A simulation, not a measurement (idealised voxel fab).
process module | voxel self aligned vias
cross-section cut | 275 nm wide | cells 5 nm
A cross-section is a grid of square cells, given in bands from the top down. A band is one or more rows of cells.
Each band's line starts with the height of the band's top and of its bottom, in nm. Then come its materials from left to right, each with its width in nm. One material with "throughout" fills the band from edge to edge. "air" is empty space.
Height 0 is the level under which the wafer as received is all one material. The lowest band goes on downwards, as in "0 down".
A width such as "30 to 40" changes by the same amount from each row of cells to the next, from the band's top row to its bottom row.
"no change" after a step means that no cell of the cross-section changed.
closed voids: empty space of 8 cells or more with no open way to the top, each as width x height at its distance from the left edge, in nm
after a step's settings: what the simulator itself notes on the step
overlay nm, on a step with a mask: how far to the right of its planned place the mask lay; to the left if negative
plan
1 op RECEIVE | material Si
2 op CONFORMAL_DEP | material SiO2 | thk nm 15
3 op CONFORMAL_DEP | material SiCN | thk nm 5
4 op DIRECTIONAL_DEP | material lowk | thk nm 20
5 op PATTERN | tone open | mask id LINES | material resist | width nm 25 | pitch nm 60 | thk nm 15 | overlay nm 0
6 op DIRECTIONAL_ETCH | etch materials lowk | depth nm 20
7 op STRIP | etch materials resist
8 op CONFORMAL_DEP | material TiN | thk nm 5
9 op FILL_DEP | material Ru | thk nm 5
10 op CMP | height nm 40
11 op SELECTIVE_ETCH | etch materials W Ru TiN | depth nm 10
12 op FILL_DEP | material SiN | thk nm 5
13 op CMP | height nm 40
14 op DIRECTIONAL_DEP | material lowk | thk nm 15
15 op PATTERN | tone open | mask id VIAS | material resist | width nm 35 | pitch nm 60 | thk nm 15 | overlay nm 0
16 op DIRECTIONAL_ETCH | etch materials lowk | depth nm 15
17 op DIRECTIONAL_ETCH | etch materials SiN | depth nm 10
18 op STRIP | etch materials resist
19 op CONFORMAL_DEP | material TiN | thk nm 5
20 op FILL_DEP | material Cu | thk nm 10
21 op CMP | height nm 55
22 op CONFORMAL_DEP | material SiCN | thk nm 5
as received, after step 1
  0 down: Si throughout
  closed voids: none
first wafer at the end, as planned
  60 to 55: SiCN throughout
  55 to 45: lowk 90 | TiN 5 | Cu 25 | TiN 5 | lowk 25 | TiN 5 | Cu 25 | TiN 5 | lowk 90
  45 to 35: lowk 90 to 95 | TiN 10 to 5 | Cu 15 | TiN 10 to 5 | lowk 25 to 35 | TiN 10 to 5 | Cu 15 | TiN 10 to 5 | lowk 90 to 95
  35 to 30: lowk 95 | TiN 25 | lowk 35 | TiN 25 | lowk 95
  30 to 25: lowk 95 | TiN 5 | Ru 15 | TiN 5 | lowk 35 | TiN 5 | Ru 15 | TiN 5 | lowk 95
  25 to 20: lowk 95 | TiN 25 | lowk 35 | TiN 25 | lowk 95
  20 to 15: SiCN throughout
  15 to 0: SiO2 throughout
  0 down: Si throughout
  closed voids: none
second wafer at the end: like start, like plan, one mistake
  60 to 55: SiCN throughout
  55 to 45: lowk 80 | TiN 5 | Cu 25 | TiN 5 | lowk 25 | TiN 5 | Cu 25 | TiN 5 | lowk 100
  45 to 40: lowk 80 | TiN 20 | Cu 10 | TiN 5 | lowk 25 | TiN 20 | Cu 10 | TiN 5 | lowk 100
  40 to 35: lowk 95 | TiN 5 | Cu 10 | TiN 5 | SiN 5 | lowk 35 | TiN 5 | Cu 10 | TiN 5 | SiN 5 | lowk 95
  35 to 30: lowk 95 | TiN 20 | SiN 5 | lowk 35 | TiN 20 | SiN 5 | lowk 95
  30 to 25: lowk 95 | TiN 5 | Ru 15 | TiN 5 | lowk 35 | TiN 5 | Ru 15 | TiN 5 | lowk 95
  25 to 20: lowk 95 | TiN 25 | lowk 35 | TiN 25 | lowk 95
  20 to 15: SiCN throughout
  15 to 0: SiO2 throughout
  0 down: Si throughout
  closed voids: none
what went wrong: step 15 ran as: op PATTERN | tone open | mask id VIAS | material resist | width nm 35 | pitch nm 60 | thk nm 15 | overlay nm -10
at the end the second wafer has, in cells: 4 fewer of Cu | 4 more of SiN
